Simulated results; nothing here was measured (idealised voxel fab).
Process module in this document: voxel fin reveal
Each square cell in cross-section cut measures 5 nm, and the section as a whole is 225 nm wide.
The cross-sections in this document take the form of a grid made of square cells. They are written out as bands, in order from top to bottom. Each band consists of one or more rows of cells.
In this notation a band is specified by the heights of its top and bottom, in that order and in nm, after which its materials appear from left to right, each paired with its width in nm. The word "throughout" attached to a single material means that material fills the band from edge to edge; the word "empty" stands for empty space.
The reference from which all heights are counted is 0, the level beneath which the as-received wafer is entirely one material; the lowest band, having no lower bound, proceeds downward and is written after the example "0 nm and below".
Note: "30..40" means the width goes from the first number (top row of the band) to the second number (bottom row) in equal steps per row of cells.
For the purposes of this document, the phrase "no modification" attached to a step denotes that no cell within the cross-section was modified by that step.
Each empty space that has no open way to the top and spans at least 8 cells appears under "Entrapped void list" as width x height at distance, the distance counted from the left edge, all in nm.
Anything after a step's settings on that line? It's the simulator's own note about the step.
overlay nm: mask right of planned place by this much (step with mask). Neg. = left.

Intended process steps
1) RECEIVE, material Si
2) CONFORMAL_DEP, material SiN, thk nm 5
3) MASKED_ETCH, tone cover, mask id FINS, width nm 15, pitch nm 35, etch materials SiN, depth nm 5, overlay nm 0
4) MASKED_ETCH, tone cover, mask id FINS, width nm 15, pitch nm 35, etch materials Si, depth nm 35, overlay nm 0
5) FILL_DEP, material SiO2, thk nm 5
6) CMP, height nm 5
7) SELECTIVE_ETCH, etch materials SiO2, depth nm 30
8) STRIP, etch materials SiN
9) CONFORMAL_DEP, material SiO2, thk nm 5

Received-state cross-section, reflecting completion of step 1
    0 nm and below: Si throughout
    Entrapped void list: none

What the wafer looks like in cross-section after this module, when it starts as shown above and follows the plan above but one mistake is made in running it
    5 nm to 0 nm: empty: 65  SiO2: 25  empty: 10  SiO2: 25  empty: 10  SiO2: 25  empty: 65
    0 nm to -20 nm: empty: 65  SiO2: 5  Si: 15  SiO2: 5  empty: 10  SiO2: 5  Si: 15  SiO2: 5  empty: 10  SiO2: 5  Si: 15  SiO2: 5  empty: 65
    -20 nm to -70 nm: SiO2: 70  Si: 15  SiO2: 20  Si: 15  SiO2: 20  Si: 15  SiO2: 70
    -70 nm and below: Si throughout
    Entrapped void list: none
what went wrong: regarding the plan, step 4 was run twice
